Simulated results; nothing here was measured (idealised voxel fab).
process module | voxel ribs on slabs
cross-section cut | 160 nm wide | cells 5 nm
A cross-section is a grid of square cells, given in bands from the top down. A band is one or more rows of cells.
Each band's line starts with the height of the band's top and of its bottom, in nm. Then come its materials from left to right, each with its width in nm. One material with "throughout" fills the band from edge to edge. "air" is empty space.
Height 0 is the level under which the wafer as received is all one material. The lowest band goes on downwards, as in "0 down".
A width such as "30 to 40" changes by the same amount from each row of cells to the next, from the band's top row to its bottom row.
"no change" after a step means that no cell of the cross-section changed.
closed voids: empty space of 8 cells or more with no open way to the top, each as width x height at its distance from the left edge, in nm
after a step's settings: what the simulator itself notes on the step
overlay nm, on a step with a mask: how far to the right of its planned place the mask lay; to the left if negative
plan
1 op RECEIVE | material Si
2 op DIRECTIONAL_DEP | material SiO2 | thk nm 20
3 op DIRECTIONAL_DEP | material polySi | thk nm 20
4 op MASKED_ETCH | tone cover | mask id RIB | width nm 30 | etch materials polySi | depth nm 5 | overlay nm 0
5 op PATTERN | tone cover | mask id SLAB | material resist | width nm 80 | thk nm 20 | overlay nm 0
6 op DIRECTIONAL_ETCH | etch materials polySi | depth nm 15
7 op STRIP | etch materials resist
8 op FILL_DEP | material SiO2 | thk nm 20
9 op CMP | height nm 55
10 op DIRECTIONAL_DEP | material W | thk nm 10
11 op MASKED_ETCH | tone cover | mask id HEATER | width nm 40 | etch materials W | depth nm 10 | overlay nm 0
12 op CONFORMAL_DEP | material SiN | thk nm 5
as received, after step 1
  0 down: Si throughout
  closed voids: none
first wafer at the end, as planned
  70 to 65: air 55 | SiN 50 | air 55
  65 to 60: air 55 | SiN 5 | W 40 | SiN 5 | air 55
  60 to 55: SiN 60 | W 40 | SiN 60
  55 to 40: SiO2 throughout
  40 to 35: SiO2 65 | polySi 30 | SiO2 65
  35 to 20: SiO2 40 | polySi 80 | SiO2 40
  20 to 0: SiO2 throughout
  0 down: Si throughout
  closed voids: none
second wafer at the end: like start, like plan, one mistake
  70 to 65: air 55 | SiN 50 | air 55
  65 to 60: SiN 60 | W 40 | SiN 60
  60 to 55: W throughout
  55 to 40: SiO2 throughout
  40 to 35: SiO2 65 | polySi 30 | SiO2 65
  35 to 20: SiO2 40 | polySi 80 | SiO2 40
  20 to 0: SiO2 throughout
  0 down: Si throughout
  closed voids: none
what went wrong: step 11 ran as: op MASKED_ETCH | tone cover | mask id HEATER | width nm 40 | etch materials W | depth nm 5 | overlay nm 0
at the end the second wafer has, in cells: 2 fewer of SiN | 24 more of W
